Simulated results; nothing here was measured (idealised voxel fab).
The following process module bears the name voxel wiring stack.
Pictured: cross-section cut, 210 nm wide, on a grid of 5 nm square cells.
We lay out every cross-section as a grid of square cells and spell it out in bands from the top down, where one band means one or more rows of cells.
Top height, bottom height, nm. Materials left to right, width each, nm. Single material + "throughout" = fills band edge to edge. "empty" = empty.
Zero point of the height axis is 0; under it, received wafer = one material. Lowest band: continues down indefinitely, "0 and below".
Read "30->40" as a graded width: first number on top, second number at the bottom, same change between each pair of neighbouring rows.
The cross-section has no changed cell in any step marked "remains unaltered".
What "Completely enclosed voids" gives you is every empty space of 8 cells or more that is cut off from the top. Each appears as width x height at distance, with the distance taken from the left edge and width, height and distance all in nm.
If you see something after the settings on a step's line, that's the simulator's own remark about that step.
You can add "overlay nm" to a step's line. For a step with a mask, it describes how far the mask lay to the right of its planned position, and a negative number describes a lay to the left.

# Here's what the planned process steps look like
- 1: RECEIVE with material Si
- 2: CONFORMAL_DEP with material SiO2, thk nm 15
- 3: CONFORMAL_DEP with material SiCN, thk nm 5
- 4: DIRECTIONAL_DEP with material SiO2, thk nm 25
- 5: PATTERN with tone open, mask id METAL_1, material resist, width nm 20, pitch nm 35, thk nm 20, overlay nm 0
- 6: DIRECTIONAL_ETCH with etch materials SiO2, depth nm 25
- 7: DIRECTIONAL_ETCH with etch materials SiCN, depth nm 5
- 8: STRIP with etch materials resist
- 9: CONFORMAL_DEP with material TiN, thk nm 5
- 10: FILL_DEP with material Cu, thk nm 5
- 11: CMP with height nm 45
- 12: CONFORMAL_DEP with material SiCN, thk nm 5
- 13: DIRECTIONAL_DEP with material SiO2, thk nm 30
- 14: DIRECTIONAL_DEP with material aC, thk nm 10
- 15: PATTERN with tone open, mask id METAL_2_HOLES, material resist, width nm 15, pitch nm 35, thk nm 25, overlay nm 0
- 16: DIRECTIONAL_ETCH with etch materials aC, depth nm 10
- 17: STRIP with etch materials resist
- 18: DIRECTIONAL_ETCH with etch materials SiO2, depth nm 30
- 19: STRIP with etch materials aC
- 20: DIRECTIONAL_DEP with material aC, thk nm 15
- 21: PATTERN with tone open, mask id METAL_2, material resist, width nm 20, pitch nm 35, thk nm 30, overlay nm 0
- 22: DIRECTIONAL_ETCH with etch materials aC, depth nm 15
- 23: STRIP with etch materials resist
- 24: DIRECTIONAL_ETCH with etch materials SiO2, depth nm 20
- 25: DIRECTIONAL_ETCH with etch materials SiCN, depth nm 5
- 26: STRIP with etch materials aC
- 27: CONFORMAL_DEP with material TiN, thk nm 5
- 28: FILL_DEP with material Cu, thk nm 10
- 29: CMP with height nm 80
- 30: CONFORMAL_DEP with material SiCN, thk nm 5
- 31: DIRECTIONAL_DEP with material SiO2, thk nm 30
- 32: MASKED_ETCH with tone open, mask id METAL_3_HOLES, width nm 15, pitch nm 70, etch materials SiO2, depth nm 30, overlay nm 0
- 33: DIRECTIONAL_DEP with material aC, thk nm 15
- 34: PATTERN with tone open, mask id METAL_3, material resist, width nm 20, pitch nm 35, thk nm 35, overlay nm 0
- 35: DIRECTIONAL_ETCH with etch materials aC, depth nm 15
- 36: STRIP with etch materials resist
- 37: DIRECTIONAL_ETCH with etch materials SiO2, depth nm 20
- 38: DIRECTIONAL_ETCH with etch materials SiCN, depth nm 5
- 39: STRIP with etch materials aC
- 40: CONFORMAL_DEP with material TiN, thk nm 5
- 41: FILL_DEP with material Cu, thk nm 5
- 42: CMP with height nm 115
- 43: CONFORMAL_DEP with material SiCN, thk nm 5

# Wafer cross-section on receipt, i.e. after step 1
> 0 and below = Si throughout
> Completely enclosed voids: none

# End-of-module cross-section. Starting structure and process plan as above; one mistake made in running it
> 120 down to 115 = SiCN throughout
> 115 down to 100 = SiO2=40 | TiN=5 | Cu=10 | TiN=5 | SiO2=15 | TiN=5 | Cu=10 | TiN=5 | SiO2=15 | TiN=5 | Cu=10 | TiN=5 | SiO2=15 | TiN=5 | Cu=10 | TiN=5 | SiO2=45
> 100 down to 95 = SiO2=40 | TiN=5 | Cu=5 | TiN=10 | SiO2=15 | TiN=20 | SiO2=15 | TiN=5 | Cu=5 | TiN=10 | SiO2=15 | TiN=20 | SiO2=45
> 95 down to 85 = SiO2=40 | TiN=5 | Cu=5 | TiN=5 | SiO2=55 | TiN=5 | Cu=5 | TiN=5 | SiO2=85
> 85 down to 80 = SiCN=40 | TiN=15 | SiCN=55 | TiN=15 | SiCN=85
> 80 down to 65 = Cu=50 | TiN=5 | SiO2=5 | TiN=5 | Cu=20 | TiN=5 | SiO2=5 | TiN=5 | Cu=20 | TiN=5 | SiO2=5 | TiN=5 | Cu=20 | TiN=5 | SiO2=5 | TiN=5 | Cu=40
> 65 down to 60 = TiN=45 | Cu=5 | TiN=5 | SiO2=5 | TiN=20 | Cu=5 | TiN=5 | SiO2=5 | TiN=20 | Cu=5 | TiN=5 | SiO2=5 | TiN=20 | Cu=5 | TiN=5 | SiO2=5 | TiN=45
> 60 down to 55 = SiO2=40 | TiN=5 | Cu=5 | TiN=5 | SiO2=20 | TiN=5 | Cu=5 | TiN=5 | SiO2=20 | TiN=5 | Cu=5 | TiN=5 | SiO2=20 | TiN=5 | Cu=5 | TiN=5 | SiO2=50
> 55 down to 50 = SiO2=40 | TiN=15 | SiO2=20 | TiN=15 | SiO2=20 | TiN=15 | SiO2=20 | TiN=15 | SiO2=50
> 50 down to 45 = SiCN throughout
> 45 down to 20 = SiO2=40 | TiN=5 | Cu=10 | TiN=5 | SiO2=15 | TiN=5 | Cu=10 | TiN=5 | SiO2=15 | TiN=5 | Cu=10 | TiN=5 | SiO2=15 | TiN=5 | Cu=10 | TiN=5 | SiO2=45
> 20 down to 15 = SiCN=40 | TiN=20 | SiCN=15 | TiN=20 | SiCN=15 | TiN=20 | SiCN=15 | TiN=20 | SiCN=45
> 15 down to 0 = SiO2 throughout
> 0 and below = Si throughout
> Completely enclosed voids: none
what went wrong: step 21 deviated from plan and actually ran as PATTERN with tone cover, mask id METAL_2, material resist, width nm 20, pitch nm 35, thk nm 30, overlay nm 0
